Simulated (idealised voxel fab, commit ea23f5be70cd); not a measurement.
Process module under the name voxel self aligned contacts
FYI the section here is cut, 210 nm wide, cells are 5 nm squares.
We lay out every cross-section as a grid of square cells and spell it out in bands from the top down, where one band means one or more rows of cells. Within each band entry, the heights of the top and of the bottom of the band appear first, in that order and in nm; the materials of the band then follow from left to right, each with its corresponding width in nm. The designation "everywhere" on a single material indicates that it fills the band from edge to edge; the designation "blank" indicates empty space. A quick word on heights: they are counted from 0, and under that level the wafer as it came to us is one material throughout. The lowest band is different from the rest in having no bottom; it simply continues downward, written as in "0 -> down". The expression "30->40" gives the width at the extremes of the band, the first number at its top row of cells and the second at its bottom row, with the width changing by equal amounts from each row to the next in between. Where the words "remained the same" appear for a step, the cross-section shows no cell changed by that step; every cell remained as before. Basically, "closed voids" tells you about the enclosed voids: empty spaces with no open way to the top, 8 cells or bigger, each written width x height at distance, where distance is from the left edge, all in nm. On a step's line, text after the settings is the simulator commenting on that step. For masked steps, "overlay nm" on the step line gives how far right of plan the mask actually lay; a minus sign means it lay to the left.

This section lists the process steps that were planned:
1 RECEIVE,material Si
2 CONFORMAL_DEP,material SiO2,thk nm 5
3 DIRECTIONAL_DEP,material polySi,thk nm 20
4 DIRECTIONAL_DEP,material SiN,thk nm 15
5 DIRECTIONAL_DEP,material aC,thk nm 15
6 PATTERN,tone cover,mask id GATE,material resist,width nm 30,pitch nm 55,thk nm 30,overlay nm 0
7 DIRECTIONAL_ETCH,etch materials aC,depth nm 15
8 STRIP,etch materials resist
9 DIRECTIONAL_ETCH,etch materials SiN,depth nm 15
10 DIRECTIONAL_ETCH,etch materials polySi,depth nm 20
11 STRIP,etch materials aC
12 CONFORMAL_DEP,material SiN,thk nm 5
13 DIRECTIONAL_ETCH,etch materials SiN,depth nm 5
14 FILL_DEP,material SiO2,thk nm 20
15 CMP,height nm 50
16 DIRECTIONAL_DEP,material aC,thk nm 10
17 PATTERN,tone open,mask id CONTACT,material resist,width nm 35,thk nm 30,overlay nm 0
18 DIRECTIONAL_ETCH,etch materials aC,depth nm 10
19 STRIP,etch materials resist
20 DIRECTIONAL_ETCH,etch materials SiO2,depth nm 50
21 STRIP,etch materials aC
22 CONFORMAL_DEP,material TiN,thk nm 5
23 FILL_DEP,material W,thk nm 10
24 CMP,height nm 50
25 CONFORMAL_DEP,material SiN,thk nm 5

The cross-section here shows the wafer as received, i.e. in its state after step 1:
0 -> down | Si everywhere
closed voids: none

This is how the wafer looks in cross-section once the module is done, given the starting state and plan above and one mistake in carrying the plan out:
55 -> 50 | SiN everywhere
50 -> 40 | SiO2 (85), TiN (5->15), W (30->5), TiN (5->20), SiO2 (85)
40 -> 25 | SiO2 (55), SiN (40), TiN (5), W (5), TiN (5), SiN (40), SiO2 (60)
25 -> 5 | SiO2 (55), SiN (5), polySi (30), SiN (5), TiN (5), W (5), TiN (5), SiN (5), polySi (30), SiN (5), SiO2 (60)
5 -> 0 | SiO2 (95), TiN (15), SiO2 (100)
0 -> down | Si everywhere
closed voids: none
Finding, execution versus plan: step 17 ran as: PATTERN,tone open,mask id CONTACT,material resist,width nm 40,thk nm 30,overlay nm 0
